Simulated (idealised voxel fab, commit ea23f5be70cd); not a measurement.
The following process module bears the name voxel self aligned contacts.
FYI the section here is cut, 280 nm wide, cells are 5 nm squares.
Bands, listed from the top down, are how a cross-section gets written in this document; the cross-section itself is a grid of square cells, and a band is one or more rows of them.
First you get the band's top height and its bottom height, in nm, and then the materials it's made of, left to right, with each width in nm. If you see a single material with "everywhere", that one covers the band edge to edge. "air" is empty space.
Convention: height 0 is the level below which the wafer, as received, is all one material. The lowest band does not terminate at the bottom but continues downward, represented as "0 down".
With a width like "30 to 40", each row of cells in the band differs from the next by the same amount, the top row carrying the first number and the bottom row the second.
Any step labelled "no change occurred" changed none of the cells in the cross-section.
"Closed void listing" lists enclosed empty spaces (at least 8 cells, no open path upward to the top), each as width x height at distance from the left edge, in nm.
Step line, after settings: the simulator's comment on this step.
overlay nm: mask offset rightward from planned place, masked step; negative means leftward offset.
Heads up before you read on: it's before/after pairs around one process step each, after side only down to the lowest band that changed, step plus settings under the pair. Pairs can be from different runs of this module, same starting wafer, so only chain a pair onto the one above if its "Ex-ante state" entry says so.
Ex-ante state:
    60 to 50 | SiO2 (125), then air (40), then SiO2 (115)
    50 to 35 | SiO2 (90), then SiN (40), then air (20), then SiN (40), then SiO2 (90)
    35 to 5 | SiO2 (90), then SiN (5), then polySi (30), then SiN (5), then air (20), then SiN (5), then polySi (30), then SiN (5), then SiO2 (90)
    5 to 0 | SiO2 (130), then air (20), then SiO2 (130)
    0 down | Si everywhere
    Closed void listing: none
Post-Step Appearance:
    65 to 60 | TiN (130), then air (30), then TiN (120)
    60 to 50 | SiO2 (125), then TiN (5 to 10), then air (30 to 10), then TiN (5 to 20), then SiO2 (115)
    50 to 35 | SiO2 (90), then SiN (40), then TiN (5), then air (10), then TiN (5), then SiN (40), then SiO2 (90)
    35 to 5 | SiO2 (90), then SiN (5), then polySi (30), then SiN (5), then TiN (5), then air (10), then TiN (5), then SiN (5), then polySi (30), then SiN (5), then SiO2 (90)
    5 to 0 | SiO2 (130), then TiN (20), then SiO2 (130)
    Below 0 it's all the same as before, nothing changed down there.
    Closed void listing: none
Operation between the pre and post cross-sections above: CONFORMAL_DEP with material TiN, thk nm 5
Ex-ante state: cross-section not repeated; it is the one shown after the step in the pair just above.
Post-Step Appearance:
    75 to 65 | W everywhere
    65 to 60 | TiN (130), then W (30), then TiN (120)
    60 to 50 | SiO2 (125), then TiN (5 to 10), then W (30 to 10), then TiN (5 to 20), then SiO2 (115)
    50 to 35 | SiO2 (90), then SiN (40), then TiN (5), then W (10), then TiN (5), then SiN (40), then SiO2 (90)
    35 to 5 | SiO2 (90), then SiN (5), then polySi (30), then SiN (5), then TiN (5), then W (10), then TiN (5), then SiN (5), then polySi (30), then SiN (5), then SiO2 (90)
    Below 5 it's all the same as before, nothing changed down there.
    Closed void listing: none
Operation between the pre and post cross-sections above: FILL_DEP with material W, thk nm 10
Ex-ante state: cross-section not repeated; it is the one shown after the step in the pair just above.
Post-Step Appearance:
    60 to 50 | SiO2 (125), then TiN (5 to 10), then W (30 to 10), then TiN (5 to 20), then SiO2 (115)
    Below 50 it's all the same as before, nothing changed down there.
    Closed void listing: none
Operation between the pre and post cross-sections above: CMP with height nm 60
Ex-ante state: cross-section not repeated; it is the one shown after the step in the pair just above.
Post-Step Appearance:
    65 to 60 | SiCN everywhere
    Below 60 it's all the same as before, nothing changed down there.
    Closed void listing: none
Operation between the pre and post cross-sections above: CONFORMAL_DEP with material SiCN, thk nm 5
Ex-ante state:
    0 down | Si everywhere
    Closed void listing: none
Post-Step Appearance:
    5 to 0 | SiCN everywhere
    Below 0 it's all the same as before, nothing changed down there.
    Closed void listing: none
Operation between the pre and post cross-sections above: CONFORMAL_DEP with material SiCN, thk nm 5
Ex-ante state: cross-section not repeated; it is the one shown after the step in the pair just above.
Post-Step Appearance:
    35 to 5 | polySi everywhere
    Below 5 it's all the same as before, nothing changed down there.
    Closed void listing: none
Operation between the pre and post cross-sections above: DIRECTIONAL_DEP with material polySi, thk nm 30
Ex-ante state: cross-section not repeated; it is the one shown after the step in the pair just above.
Post-Step Appearance:
    50 to 35 | SiN everywhere
    Below 35 it's all the same as before, nothing changed down there.
    Closed void listing: none
Operation between the pre and post cross-sections above: DIRECTIONAL_DEP with material SiN, thk nm 15
Ex-ante state: cross-section not repeated; it is the one shown after the step in the pair just above.
Post-Step Appearance:
    60 to 50 | aC everywhere
    Below 50 it's all the same as before, nothing changed down there.
    Closed void listing: none
Operation between the pre and post cross-sections above: DIRECTIONAL_DEP with material aC, thk nm 10
Ex-ante state: cross-section not repeated; it is the one shown after the step in the pair just above.
Post-Step Appearance:
    85 to 60 | air (95), then resist (30), then air (30), then resist (30), then air (95)
    Below 60 it's all the same as before, nothing changed down there.
    Closed void listing: none
Operation between the pre and post cross-sections above: PATTERN with tone cover, mask id GATE, material resist, width nm 30, pitch nm 60, thk nm 25, overlay nm 0
Ex-ante state: cross-section not repeated; it is the one shown after the step in the pair just above.
Post-Step Appearance:
    75 to 60 | air (95), then resist (30), then air (30), then resist (30), then air (95)
    60 to 50 | air (95), then aC (30), then air (30), then aC (30), then air (95)
    Below 50 it's all the same as before, nothing changed down there.
    Closed void listing: none
Operation between the pre and post cross-sections above: DIRECTIONAL_ETCH with etch materials aC, depth nm 10
Ex-ante state: cross-section not repeated; it is the one shown after the step in the pair just above.
Post-Step Appearance:
    60 to 50 | air (95), then aC (30), then air (30), then aC (30), then air (95)
    Below 50 it's all the same as before, nothing changed down there.
    Closed void listing: none
Operation between the pre and post cross-sections above: STRIP with etch materials resist
Ex-ante state: cross-section not repeated; it is the one shown after the step in the pair just above.
Post-Step Appearance:
    60 to 50 | air (95), then aC (30), then air (30), then aC (30), then air (95)
    50 to 35 | air (95), then SiN (30), then air (30), then SiN (30), then air (95)
    Below 35 it's all the same as before, nothing changed down there.
    Closed void listing: none
Operation between the pre and post cross-sections above: DIRECTIONAL_ETCH with etch materials SiN, depth nm 15
Ex-ante state: cross-section not repeated; it is the one shown after the step in the pair just above.
Post-Step Appearance:
    60 to 50 | air (95), then aC (30), then air (30), then aC (30), then air (95)
    50 to 35 | air (95), then SiN (30), then air (30), then SiN (30), then air (95)
    35 to 5 | air (95), then polySi (30), then air (30), then polySi (30), then air (95)
    Below 5 it's all the same as before, nothing changed down there.
    Closed void listing: none
Operation between the pre and post cross-sections above: DIRECTIONAL_ETCH with etch materials polySi, depth nm 30
Ex-ante state: cross-section not repeated; it is the one shown after the step in the pair just above.
Post-Step Appearance:
    50 to 35 | air (95), then SiN (30), then air (30), then SiN (30), then air (95)
    Below 35 it's all the same as before, nothing changed down there.
    Closed void listing: none
Operation between the pre and post cross-sections above: STRIP with etch materials aC
Ex-ante state: cross-section not repeated; it is the one shown after the step in the pair just above.
Post-Step Appearance:
    55 to 35 | air (90), then SiN (40), then air (20), then SiN (40), then air (90)
    35 to 10 | air (90), then SiN (5), then polySi (30), then SiN (5), then air (20), then SiN (5), then polySi (30), then SiN (5), then air (90)
    10 to 5 | SiN (95), then polySi (30), then SiN (30), then polySi (30), then SiN (95)
    Below 5 it's all the same as before, nothing changed down there.
    Closed void listing: none
Operation between the pre and post cross-sections above: CONFORMAL_DEP with material SiN, thk nm 5
Ex-ante state: cross-section not repeated; it is the one shown after the step in the pair just above.
Post-Step Appearance:
    50 to 35 | air (90), then SiN (40), then air (20), then SiN (40), then air (90)
    35 to 5 | air (90), then SiN (5), then polySi (30), then SiN (5), then air (20), then SiN (5), then polySi (30), then SiN (5), then air (90)
    Below 5 it's all the same as before, nothing changed down there.
    Closed void listing: none
Operation between the pre and post cross-sections above: DIRECTIONAL_ETCH with etch materials SiN, depth nm 5
Ex-ante state: cross-section not repeated; it is the one shown after the step in the pair just above.
Post-Step Appearance:
    65 to 50 | SiO2 everywhere
    50 to 35 | SiO2 (90), then SiN (40), then SiO2 (20), then SiN (40), then SiO2 (90)
    35 to 5 | SiO2 (90), then SiN (5), then polySi (30), then SiN (5), then SiO2 (20), then SiN (5), then polySi (30), then SiN (5), then SiO2 (90)
    Below 5 it's all the same as before, nothing changed down there.
    Closed void listing: none
Operation between the pre and post cross-sections above: FILL_DEP with material SiO2, thk nm 15
Ex-ante state: cross-section not repeated; it is the one shown after the step in the pair just above.
Post-Step Appearance:
    60 to 50 | SiO2 everywhere
    Below 50 it's all the same as before, nothing changed down there.
    Closed void listing: none
Operation between the pre and post cross-sections above: CMP with height nm 60
Ex-ante state: cross-section not repeated; it is the one shown after the step in the pair just above.
Post-Step Appearance:
    60 to 50 | SiO2 (120), then air (40), then SiO2 (120)
    50 to 35 | SiO2 (90), then SiN (40), then air (20), then SiN (40), then SiO2 (90)
    35 to 5 | SiO2 (90), then SiN (5), then polySi (30), then SiN (5), then air (20), then SiN (5), then polySi (30), then SiN (5), then SiO2 (90)
    Below 5 it's all the same as before, nothing changed down there.
    Closed void listing: none
Operation between the pre and post cross-sections above: MASKED_ETCH with tone open, mask id CONTACT, width nm 40, etch materials SiO2, depth nm 60, overlay nm 0
Ex-ante state: cross-section not repeated; it is the one shown after the step in the pair just above.
Post-Step Appearance:
    65 to 60 | TiN (125), then air (30), then TiN (125)
    60 to 50 | SiO2 (120), then TiN (5 to 15), then air (30 to 10), then TiN (5 to 15), then SiO2 (120)
    50 to 35 | SiO2 (90), then SiN (40), then TiN (5), then air (10), then TiN (5), then SiN (40), then SiO2 (90)
    35 to 10 | SiO2 (90), then SiN (5), then polySi (30), then SiN (5), then TiN (5), then air (10), then TiN (5), then SiN (5), then polySi (30), then SiN (5), then SiO2 (90)
    10 to 5 | SiO2 (90), then SiN (5), then polySi (30), then SiN (5), then TiN (20), then SiN (5), then polySi (30), then SiN (5), then SiO2 (90)
    Below 5 it's all the same as before, nothing changed down there.
    Closed void listing: none
Operation between the pre and post cross-sections above: CONFORMAL_DEP with material TiN, thk nm 5
Ex-ante state: cross-section not repeated; it is the one shown after the step in the pair just above.
Post-Step Appearance:
    75 to 65 | W everywhere
    65 to 60 | TiN (125), then W (30), then TiN (125)
    60 to 50 | SiO2 (120), then TiN (5 to 15), then W (30 to 10), then TiN (5 to 15), then SiO2 (120)
    50 to 35 | SiO2 (90), then SiN (40), then TiN (5), then W (10), then TiN (5), then SiN (40), then SiO2 (90)
    35 to 10 | SiO2 (90), then SiN (5), then polySi (30), then SiN (5), then TiN (5), then W (10), then TiN (5), then SiN (5), then polySi (30), then SiN (5), then SiO2 (90)
    Below 10 it's all the same as before, nothing changed down there.
    Closed void listing: none
Operation between the pre and post cross-sections above: FILL_DEP with material W, thk nm 10
Ex-ante state: cross-section not repeated; it is the one shown after the step in the pair just above.
Post-Step Appearance:
    60 to 50 | SiO2 (120), then TiN (5 to 15), then W (30 to 10), then TiN (5 to 15), then SiO2 (120)
    Below 50 it's all the same as before, nothing changed down there.
    Closed void listing: none
Operation between the pre and post cross-sections above: CMP with height nm 60
Ex-ante state: cross-section not repeated; it is the one shown after the step in the pair just above.
Post-Step Appearance:
    65 to 60 | SiCN everywhere
    Below 60 it's all the same as before, nothing changed down there.
    Closed void listing: none
Operation between the pre and post cross-sections above: CONFORMAL_DEP with material SiCN, thk nm 5
Ex-ante state:
    60 to 50 | aC everywhere
    50 to 35 | SiN everywhere
    35 to 5 | polySi everywhere
    5 to 0 | SiO2 everywhere
    0 down | Si everywhere
    Closed void listing: none
Post-Step Appearance:
    85 to 60 | resist (95), then air (30), then resist (30), then air (30), then resist (95)
    Below 60 it's all the same as before, nothing changed down there.
    Closed void listing: none
Operation between the pre and post cross-sections above: PATTERN with tone open, mask id GATE, material resist, width nm 30, pitch nm 60, thk nm 25, overlay nm 0
Ex-ante state: cross-section not repeated; it is the one shown after the step in the pair just above.
Post-Step Appearance:
    75 to 60 | resist (95), then air (30), then resist (30), then air (30), then resist (95)
    60 to 50 | aC (95), then air (30), then aC (30), then air (30), then aC (95)
    Below 50 it's all the same as before, nothing changed down there.
    Closed void listing: none
Operation between the pre and post cross-sections above: DIRECTIONAL_ETCH with etch materials aC, depth nm 10
Ex-ante state: cross-section not repeated; it is the one shown after the step in the pair just above.
Post-Step Appearance:
    60 to 50 | aC (95), then air (30), then aC (30), then air (30), then aC (95)
    Below 50 it's all the same as before, nothing changed down there.
    Closed void listing: none
Operation between the pre and post cross-sections above: STRIP with etch materials resist
Ex-ante state: cross-section not repeated; it is the one shown after the step in the pair just above.
Post-Step Appearance:
    60 to 50 | aC (95), then air (30), then aC (30), then air (30), then aC (95)
    50 to 35 | SiN (95), then air (30), then SiN (30), then air (30), then SiN (95)
    Below 35 it's all the same as before, nothing changed down there.
    Closed void listing: none
Operation between the pre and post cross-sections above: DIRECTIONAL_ETCH with etch materials SiN, depth nm 15
Ex-ante state: cross-section not repeated; it is the one shown after the step in the pair just above.
Post-Step Appearance:
    60 to 50 | aC (95), then air (30), then aC (30), then air (30), then aC (95)
    50 to 35 | SiN (95), then air (30), then SiN (30), then air (30), then SiN (95)
    35 to 5 | polySi (95), then air (30), then polySi (30), then air (30), then polySi (95)
    Below 5 it's all the same as before, nothing changed down there.
    Closed void listing: none
Operation between the pre and post cross-sections above: DIRECTIONAL_ETCH with etch materials polySi, depth nm 30
Ex-ante state: cross-section not repeated; it is the one shown after the step in the pair just above.
Post-Step Appearance:
    50 to 35 | SiN (95), then air (30), then SiN (30), then air (30), then SiN (95)
    Below 35 it's all the same as before, nothing changed down there.
    Closed void listing: none
Operation between the pre and post cross-sections above: STRIP with etch materials aC
Ex-ante state: cross-section not repeated; it is the one shown after the step in the pair just above.
Post-Step Appearance:
    55 to 35 | SiN (100), then air (20), then SiN (40), then air (20), then SiN (100)
    35 to 10 | polySi (95), then SiN (5), then air (20), then SiN (5), then polySi (30), then SiN (5), then air (20), then SiN (5), then polySi (95)
    10 to 5 | polySi (95), then SiN (30), then polySi (30), then SiN (30), then polySi (95)
    Below 5 it's all the same as before, nothing changed down there.
    Closed void listing: none
Operation between the pre and post cross-sections above: CONFORMAL_DEP with material SiN, thk nm 5
Ex-ante state: cross-section not repeated; it is the one shown after the step in the pair just above.
Post-Step Appearance:
    50 to 35 | SiN (100), then air (20), then SiN (40), then air (20), then SiN (100)
    35 to 5 | polySi (95), then SiN (5), then air (20), then SiN (5), then polySi (30), then SiN (5), then air (20), then SiN (5), then polySi (95)
    Below 5 it's all the same as before, nothing changed down there.
    Closed void listing: none
Operation between the pre and post cross-sections above: DIRECTIONAL_ETCH with etch materials SiN, depth nm 5
Ex-ante state: cross-section not repeated; it is the one shown after the step in the pair just above.
Post-Step Appearance:
    65 to 50 | SiO2 everywhere
    50 to 35 | SiN (100), then SiO2 (20), then SiN (40), then SiO2 (20), then SiN (100)
    35 to 5 | polySi (95), then SiN (5), then SiO2 (20), then SiN (5), then polySi (30), then SiN (5), then SiO2 (20), then SiN (5), then polySi (95)
    Below 5 it's all the same as before, nothing changed down there.
    Closed void listing: none
Operation between the pre and post cross-sections above: FILL_DEP with material SiO2, thk nm 15
Ex-ante state: cross-section not repeated; it is the one shown after the step in the pair just above.
Post-Step Appearance:
    60 to 50 | SiO2 everywhere
    Below 50 it's all the same as before, nothing changed down there.
    Closed void listing: none
Operation between the pre and post cross-sections above: CMP with height nm 60
Ex-ante state: cross-section not repeated; it is the one shown after the step in the pair just above.
Post-Step Appearance:
    60 to 50 | SiO2 (120), then air (40), then SiO2 (120)
    Below 50 it's all the same as before, nothing changed down there.
    Closed void listing: none
Operation between the pre and post cross-sections above: MASKED_ETCH with tone open, mask id CONTACT, width nm 40, etch materials SiO2, depth nm 60, overlay nm 0
Ex-ante state: cross-section not repeated; it is the one shown after the step in the pair just above.
Post-Step Appearance:
    65 to 60 | TiN (125), then air (30), then TiN (125)
    60 to 55 | SiO2 (120), then TiN (5), then air (30), then TiN (5), then SiO2 (120)
    55 to 50 | SiO2 (120), then TiN (40), then SiO2 (120)
    Below 50 it's all the same as before, nothing changed down there.
    Closed void listing: none
Operation between the pre and post cross-sections above: CONFORMAL_DEP with material TiN, thk nm 5
Ex-ante state: cross-section not repeated; it is the one shown after the step in the pair just above.
Post-Step Appearance:
    75 to 65 | W everywhere
    65 to 60 | TiN (125), then W (30), then TiN (125)
    60 to 55 | SiO2 (120), then TiN (5), then W (30), then TiN (5), then SiO2 (120)
    Below 55 it's all the same as before, nothing changed down there.
    Closed void listing: none
Operation between the pre and post cross-sections above: FILL_DEP with material W, thk nm 10
Ex-ante state: cross-section not repeated; it is the one shown after the step in the pair just above.
Post-Step Appearance:
    60 to 55 | SiO2 (120), then TiN (5), then W (30), then TiN (5), then SiO2 (120)
    Below 55 it's all the same as before, nothing changed down there.
    Closed void listing: none
Operation between the pre and post cross-sections above: CMP with height nm 60
Ex-ante state: cross-section not repeated; it is the one shown after the step in the pair just above.
Post-Step Appearance:
    65 to 60 | SiCN everywhere
    Below 60 it's all the same as before, nothing changed down there.
    Closed void listing: none
Operation between the pre and post cross-sections above: CONFORMAL_DEP with material SiCN, thk nm 5
